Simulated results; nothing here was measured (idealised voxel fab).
voxel self aligned vias: a process module
Section shown: cut. Width: 235 nm. Cell size: 5 nm, square.
In this document a cross-section is written as a grid of square cells. It is given as a series of bands, listed from the top down, and a band is one or more rows of cells.
Top height, bottom height, nm. Materials left to right, width each, nm. Single material + "everywhere" = fills band edge to edge. "air" = empty.
A quick word on heights: they are counted from 0, and under that level the wafer as it came to us is one material throughout. The lowest band is different from the rest in having no bottom; it simply continues downward, written as in "top 0, no bottom".
With a width like "30->40", each row of cells in the band differs from the next by the same amount, the top row carrying the first number and the bottom row the second.
Reading "no change" for a step: not a cell of the cross-section changed in it.
In the "Sealed void listing" entry, you get each enclosed empty space of 8 cells or more, one with no open way to the top, written width x height at distance, distance from the left edge, in nm.
Past the settings on a step's line: simulator remark, on that step.
overlay nm: for a step with a mask, the amount by which the mask lay right of where it was planned; a negative amount means left of it.

So here's the lineup of process steps we planned
1) RECEIVE | material Si
2) CONFORMAL_DEP | material SiO2 | thk nm 10
3) CONFORMAL_DEP | material SiCN | thk nm 5
4) DIRECTIONAL_DEP | material SiO2 | thk nm 20
5) PATTERN | tone open | mask id LINES | material resist | width nm 30 | pitch nm 70 | thk nm 20 | overlay nm 0
6) DIRECTIONAL_ETCH | etch materials SiO2 | depth nm 20
7) STRIP | etch materials resist
8) CONFORMAL_DEP | material TiN | thk nm 5
9) FILL_DEP | material Ru | thk nm 5
10) CMP | height nm 35
11) SELECTIVE_ETCH | etch materials W Ru TiN | depth nm 10
12) FILL_DEP | material SiN | thk nm 5
13) CMP | height nm 35
14) DIRECTIONAL_DEP | material SiO2 | thk nm 15
15) DIRECTIONAL_DEP | material aC | thk nm 15
16) PATTERN | tone open | mask id VIAS | material resist | width nm 50 | pitch nm 70 | thk nm 35 | overlay nm 0
17) DIRECTIONAL_ETCH | etch materials aC | depth nm 15
18) STRIP | etch materials resist
19) DIRECTIONAL_ETCH | etch materials SiO2 | depth nm 15
20) DIRECTIONAL_ETCH | etch materials SiN | depth nm 10
21) STRIP | etch materials aC
22) CONFORMAL_DEP | material TiN | thk nm 5
23) FILL_DEP | material W | thk nm 5
24) CMP | height nm 50
25) CONFORMAL_DEP | material SiCN | thk nm 5

This is the cross-section of the wafer as we received it, i.e. after step 1
* top 0, no bottom = Si everywhere
* Sealed void listing: none

Starting structure and process plan are as shown above, but one mistake was made in running the module; the wafer cross-section at the end of the module follows
* top 55, bottom 50 = SiCN everywhere
* top 50, bottom 40 = 20 SiO2 | 5 aC | 40 W | 5 aC | 20 SiO2 | 5 aC | 40 W | 5 aC | 20 SiO2 | 5 aC | 40 W | 5 aC | 25 SiO2
* top 40, bottom 30 = 20->30 SiO2 | 15->5 aC | 20 W | 15->5 aC | 20->40 SiO2 | 15->5 aC | 20 W | 15->5 aC | 20->40 SiO2 | 15->5 aC | 20 W | 15->5 aC | 25->35 SiO2
* top 30, bottom 25 = 30 SiO2 | 30 aC | 40 SiO2 | 30 aC | 40 SiO2 | 30 aC | 35 SiO2
* top 25, bottom 20 = 30 SiO2 | 5 TiN | 20 Ru | 5 TiN | 40 SiO2 | 5 TiN | 20 Ru | 5 TiN | 40 SiO2 | 5 TiN | 20 Ru | 5 TiN | 35 SiO2
* top 20, bottom 15 = 30 SiO2 | 30 TiN | 40 SiO2 | 30 TiN | 40 SiO2 | 30 TiN | 35 SiO2
* top 15, bottom 10 = SiCN everywhere
* top 10, bottom 0 = SiO2 everywhere
* top 0, no bottom = Si everywhere
* Sealed void listing: none
Short version of what went wrong: off-plan run, step 22, actual operation and settings CONFORMAL_DEP | material aC | thk nm 5
